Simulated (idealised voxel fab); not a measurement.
The following is a process module called voxel ribs on slabs.
We display cut, a cross-section 185 nm in width whose square cells are each 5 nm.
Each cross-section below is a grid of square cells, stated as bands in top-down order, with one or more rows of cells making up each band. Read a band's entry like this: the first values are the height of its top and the height of its bottom in nm, and what follows is the sequence of materials from left to right, each with its width in nm. Note that "blank" is empty space, and that a single material marked "throughout" reaches across the band from edge to edge. Basically, 0 is our baseline, since under it the wafer straight out of the box is all one material. The bottom band has no lower end and keeps on going down, so it looks like "0..down". A width such as "30->40" changes by the same amount from each row of cells to the next, from the band's top row to its bottom row. Reading "nothing changed" for a step: not a cell of the cross-section changed in it. The entry "Closed internal voids" lists the empty spaces that cover at least 8 cells and have no open path to the top. Each is written as width x height at distance, where the distance is measured from the left edge and all three values are in nm. If you see something after the settings on a step's line, that's the simulator's own remark about that step. overlay nm: step with mask; distance mask lay right of planned place; negative value = left of planned place.
BELOW IS THE LIST OF PLANNED PROCESS STEPS
| 1 | RECEIVE (material Si) |
| 2 | DIRECTIONAL_DEP (material SiO2; thk nm 20) |
| 3 | DIRECTIONAL_DEP (material SiN; thk nm 15) |
| 4 | PATTERN (tone cover; mask id RIB; material resist; width nm 15; thk nm 20; overlay nm 0) |
| 5 | DIRECTIONAL_ETCH (etch materials SiN; depth nm 5) |
| 6 | STRIP (etch materials resist) |
| 7 | DIRECTIONAL_DEP (material aC; thk nm 10) |
| 8 | PATTERN (tone cover; mask id SLAB; material resist; width nm 65; thk nm 30; overlay nm 0) |
| 9 | DIRECTIONAL_ETCH (etch materials aC; depth nm 10) |
| 10 | STRIP (etch materials resist) |
| 11 | DIRECTIONAL_ETCH (etch materials SiN; depth nm 10) |
| 12 | STRIP (etch materials aC) |
| 13 | FILL_DEP (material SiO2; thk nm 20) |
| 14 | CMP (height nm 50) |
| 15 | DIRECTIONAL_DEP (material TiN; thk nm 5) |
| 16 | DIRECTIONAL_DEP (material aC; thk nm 15) |
| 17 | PATTERN (tone cover; mask id HEATER; material resist; width nm 25; thk nm 30; overlay nm 0) |
| 18 | DIRECTIONAL_ETCH (etch materials aC; depth nm 15) |
| 19 | STRIP (etch materials resist) |
| 20 | DIRECTIONAL_ETCH (etch materials TiN; depth nm 5) |
| 21 | STRIP (etch materials aC) |
| 22 | CONFORMAL_DEP (material SiO2; thk nm 5) |
ACCOUNT OF THE FIRST OF TWO WAFERS, WHICH WAS PROCESSED AS INTENDED
WAFER CROSS-SECTION ON RECEIPT, I.E. AFTER STEP 1
  0..down  Si throughout
  Closed internal voids: none
THE FOLLOWING CROSS-SECTION DEPICTS THE WAFER UPON COMPLETION OF STEP 2
  20..0  SiO2 throughout
  Below 0, no change.
THE FOLLOWING CROSS-SECTION DEPICTS THE WAFER UPON COMPLETION OF STEP 3
  35..20  SiN throughout
  Below 20, no change.
THE FOLLOWING CROSS-SECTION DEPICTS THE WAFER UPON COMPLETION OF STEP 4
  55..35  blank: 85 / resist: 15 / blank: 85
  Below 35, no change.
THE FOLLOWING CROSS-SECTION DEPICTS THE WAFER UPON COMPLETION OF STEP 5
  55..35  blank: 85 / resist: 15 / blank: 85
  35..30  blank: 85 / SiN: 15 / blank: 85
  Below 30, no change.
THE FOLLOWING CROSS-SECTION DEPICTS THE WAFER UPON COMPLETION OF STEP 6
  35..30  blank: 85 / SiN: 15 / blank: 85
  Below 30, no change.
THE FOLLOWING CROSS-SECTION DEPICTS THE WAFER UPON COMPLETION OF STEP 7
  45..40  blank: 85 / aC: 15 / blank: 85
  40..35  aC throughout
  35..30  aC: 85 / SiN: 15 / aC: 85
  Below 30, no change.
THE FOLLOWING CROSS-SECTION DEPICTS THE WAFER UPON COMPLETION OF STEP 8
  75..45  blank: 60 / resist: 65 / blank: 60
  45..40  blank: 60 / resist: 25 / aC: 15 / resist: 25 / blank: 60
  Below 40, no change.
THE FOLLOWING CROSS-SECTION DEPICTS THE WAFER UPON COMPLETION OF STEP 9
  65..45  blank: 60 / resist: 65 / blank: 60
  45..40  blank: 60 / resist: 25 / aC: 15 / resist: 25 / blank: 60
  40..35  blank: 60 / aC: 65 / blank: 60
  35..30  blank: 60 / aC: 25 / SiN: 15 / aC: 25 / blank: 60
  Below 30, no change.
THE FOLLOWING CROSS-SECTION DEPICTS THE WAFER UPON COMPLETION OF STEP 10
  45..35  blank: 85->60 / aC: 15->65 / blank: 85->60
  Below 35, no change.
THE FOLLOWING CROSS-SECTION DEPICTS THE WAFER UPON COMPLETION OF STEP 11
  45..35  blank: 85->60 / aC: 15->65 / blank: 85->60
  35..30  blank: 60 / aC: 25 / SiN: 15 / aC: 25 / blank: 60
  30..20  blank: 60 / SiN: 65 / blank: 60
  Below 20, no change.
THE FOLLOWING CROSS-SECTION DEPICTS THE WAFER UPON COMPLETION OF STEP 12
  35..30  blank: 85 / SiN: 15 / blank: 85
  Below 30, no change.
THE FOLLOWING CROSS-SECTION DEPICTS THE WAFER UPON COMPLETION OF STEP 13
  55..35  SiO2 throughout
  35..30  SiO2: 85 / SiN: 15 / SiO2: 85
  30..20  SiO2: 60 / SiN: 65 / SiO2: 60
  Below 20, no change.
THE FOLLOWING CROSS-SECTION DEPICTS THE WAFER UPON COMPLETION OF STEP 14
  50..35  SiO2 throughout
  Below 35, no change.
THE FOLLOWING CROSS-SECTION DEPICTS THE WAFER UPON COMPLETION OF STEP 15
  55..50  TiN throughout
  Below 50, no change.
THE FOLLOWING CROSS-SECTION DEPICTS THE WAFER UPON COMPLETION OF STEP 16
  70..55  aC throughout
  Below 55, no change.
THE FOLLOWING CROSS-SECTION DEPICTS THE WAFER UPON COMPLETION OF STEP 17
  100..70  blank: 80 / resist: 25 / blank: 80
  Below 70, no change.
THE FOLLOWING CROSS-SECTION DEPICTS THE WAFER UPON COMPLETION OF STEP 18
  85..70  blank: 80 / resist: 25 / blank: 80
  70..55  blank: 80 / aC: 25 / blank: 80
  Below 55, no change.
THE FOLLOWING CROSS-SECTION DEPICTS THE WAFER UPON COMPLETION OF STEP 19
  70..55  blank: 80 / aC: 25 / blank: 80
  Below 55, no change.
THE FOLLOWING CROSS-SECTION DEPICTS THE WAFER UPON COMPLETION OF STEP 20
  70..55  blank: 80 / aC: 25 / blank: 80
  55..50  blank: 80 / TiN: 25 / blank: 80
  Below 50, no change.
THE FOLLOWING CROSS-SECTION DEPICTS THE WAFER UPON COMPLETION OF STEP 21
  55..50  blank: 80 / TiN: 25 / blank: 80
  Below 50, no change.
THE FOLLOWING CROSS-SECTION DEPICTS THE WAFER UPON COMPLETION OF STEP 22
  60..55  blank: 75 / SiO2: 35 / blank: 75
  55..50  SiO2: 80 / TiN: 25 / SiO2: 80
  Below 50, no change.
IT IS TO BE NOTED THAT THE SECOND WAFER PROCEEDED FROM THE SAME INITIAL STATE AND ACCORDING TO THE SAME PLAN AS THE FIRST, ALTHOUGH ONE MISTAKE WAS COMMITTED IN ITS EXECUTION; THROUGH STEP 3, INCLUSIVE, THE TWO WAFERS SHARE AN IDENTICAL HISTORY
THE SECOND WAFER IN CROSS-SECTION, AT THE PLANNED CLOSE OF STEP 4
  55..35  blank: 90 / resist: 15 / blank: 80
  Below 35, no change.
THE SECOND WAFER IN CROSS-SECTION, AT THE PLANNED CLOSE OF STEP 5
  55..35  blank: 90 / resist: 15 / blank: 80
  35..30  blank: 90 / SiN: 15 / blank: 80
  Below 30, no change.
THE SECOND WAFER IN CROSS-SECTION, AT THE PLANNED CLOSE OF STEP 6
  35..30  blank: 90 / SiN: 15 / blank: 80
  Below 30, no change.
THE SECOND WAFER IN CROSS-SECTION, AT THE PLANNED CLOSE OF STEP 7
  45..40  blank: 90 / aC: 15 / blank: 80
  40..35  aC throughout
  35..30  aC: 90 / SiN: 15 / aC: 80
  Below 30, no change.
THE SECOND WAFER IN CROSS-SECTION, AT THE PLANNED CLOSE OF STEP 8
  75..45  blank: 60 / resist: 65 / blank: 60
  45..40  blank: 60 / resist: 30 / aC: 15 / resist: 20 / blank: 60
  Below 40, no change.
THE SECOND WAFER IN CROSS-SECTION, AT THE PLANNED CLOSE OF STEP 9
  65..45  blank: 60 / resist: 65 / blank: 60
  45..40  blank: 60 / resist: 30 / aC: 15 / resist: 20 / blank: 60
  40..35  blank: 60 / aC: 65 / blank: 60
  35..30  blank: 60 / aC: 30 / SiN: 15 / aC: 20 / blank: 60
  Below 30, no change.
THE SECOND WAFER IN CROSS-SECTION, AT THE PLANNED CLOSE OF STEP 10
  45..35  blank: 90->60 / aC: 15->65 / blank: 80->60
  Below 35, no change.
THE SECOND WAFER IN CROSS-SECTION, AT THE PLANNED CLOSE OF STEP 11
  45..35  blank: 90->60 / aC: 15->65 / blank: 80->60
  35..30  blank: 60 / aC: 30 / SiN: 15 / aC: 20 / blank: 60
  30..20  blank: 60 / SiN: 65 / blank: 60
  Below 20, no change.
THE SECOND WAFER IN CROSS-SECTION, AT THE PLANNED CLOSE OF STEP 12
  35..30  blank: 90 / SiN: 15 / blank: 80
  Below 30, no change.
THE SECOND WAFER IN CROSS-SECTION, AT THE PLANNED CLOSE OF STEP 13
  55..35  SiO2 throughout
  35..30  SiO2: 90 / SiN: 15 / SiO2: 80
  30..20  SiO2: 60 / SiN: 65 / SiO2: 60
  Below 20, no change.
THE SECOND WAFER IN CROSS-SECTION, AT THE PLANNED CLOSE OF STEP 14
  50..35  SiO2 throughout
  Below 35, no change.
THE SECOND WAFER IN CROSS-SECTION, AT THE PLANNED CLOSE OF STEP 15
  55..50  TiN throughout
  Below 50, no change.
THE SECOND WAFER IN CROSS-SECTION, AT THE PLANNED CLOSE OF STEP 16
  70..55  aC throughout
  Below 55, no change.
THE SECOND WAFER IN CROSS-SECTION, AT THE PLANNED CLOSE OF STEP 17
  100..70  blank: 80 / resist: 25 / blank: 80
  Below 70, no change.
THE SECOND WAFER IN CROSS-SECTION, AT THE PLANNED CLOSE OF STEP 18
  85..70  blank: 80 / resist: 25 / blank: 80
  70..55  blank: 80 / aC: 25 / blank: 80
  Below 55, no change.
THE SECOND WAFER IN CROSS-SECTION, AT THE PLANNED CLOSE OF STEP 19
  70..55  blank: 80 / aC: 25 / blank: 80
  Below 55, no change.
THE SECOND WAFER IN CROSS-SECTION, AT THE PLANNED CLOSE OF STEP 20
  70..55  blank: 80 / aC: 25 / blank: 80
  55..50  blank: 80 / TiN: 25 / blank: 80
  Below 50, no change.
THE SECOND WAFER IN CROSS-SECTION, AT THE PLANNED CLOSE OF STEP 21
  55..50  blank: 80 / TiN: 25 / blank: 80
  Below 50, no change.
THE SECOND WAFER IN CROSS-SECTION, AT THE PLANNED CLOSE OF STEP 22
  60..55  blank: 75 / SiO2: 35 / blank: 75
  55..50  SiO2: 80 / TiN: 25 / SiO2: 80
  Below 50, no change.
The mistake made against the process plan was this: off-plan run, step 4, actual operation and settings PATTERN (tone cover; mask id RIB; material resist; width nm 15; thk nm 20; overlay nm 5)
Both wafers, final: cells per material equal; arrangement not.
